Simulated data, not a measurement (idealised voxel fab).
process module | voxel tone inversion
The width of the displayed cross-section, cut, is 265 nm; its cells are square, with a size of 5 nm.
Cross-sections here: square-cell grids, written as top-down lists of bands, a band being one or more rows of cells.
The band entry comprises the height of the band's top followed by the height of its bottom, expressed in nm, and subsequently the band's materials from left to right, each stated together with its width in nm. Where a single material is marked with the word "edge to edge", that material fills the band from edge to edge. The word "air" represents empty space.
Heights are reckoned from 0. Under this level, the received wafer is all of one material. The bottommost band is open-ended downward, for example "0 -> down".
When a width is written as two numbers, as in "30 to 40", the first number is the width in the top row of cells of the band and the second is the width in its bottom row, and the width changes by the same amount from each row to the next.
Step note "nothing altered" = no cross-section cell changed.
What "Closed empty spaces" gives you is every empty space of 8 cells or more that is cut off from the top. Each appears as width x height at distance, with the distance taken from the left edge and width, height and distance all in nm.
If you see something after the settings on a step's line, that's the simulator's own remark about that step.
overlay nm: right-of-plan distance of the mask on a masked step; negative values mean left-of-plan.
-- List of planned process steps
1) RECEIVE,material Si
2) CONFORMAL_DEP,material SiCN,thk nm 5
3) DIRECTIONAL_DEP,material aC,thk nm 20
4) PATTERN,tone cover,mask id POSTS,material resist,width nm 15,pitch nm 35,thk nm 25,overlay nm 0
5) DIRECTIONAL_ETCH,etch materials aC,depth nm 20
6) STRIP,etch materials resist
7) FILL_DEP,material SiO2,thk nm 5
8) CMP,height nm 25
9) STRIP,etch materials aC
-- Wafer cross-section on receipt, i.e. after step 1
- 0 -> down | Si edge to edge
- Closed empty spaces: none
-- Cross-sectional result after module completion. Note: starting condition and plan are unchanged from above; one processing mistake was made
- 25 -> 20 | SiCN edge to edge
- 20 -> 0 | aC edge to edge
- 0 -> down | Si edge to edge
- Closed empty spaces: none
It is concluded that the wafer was processed incorrectly with respect to the plan, in that steps 2 and 3: order swapped relative to plan
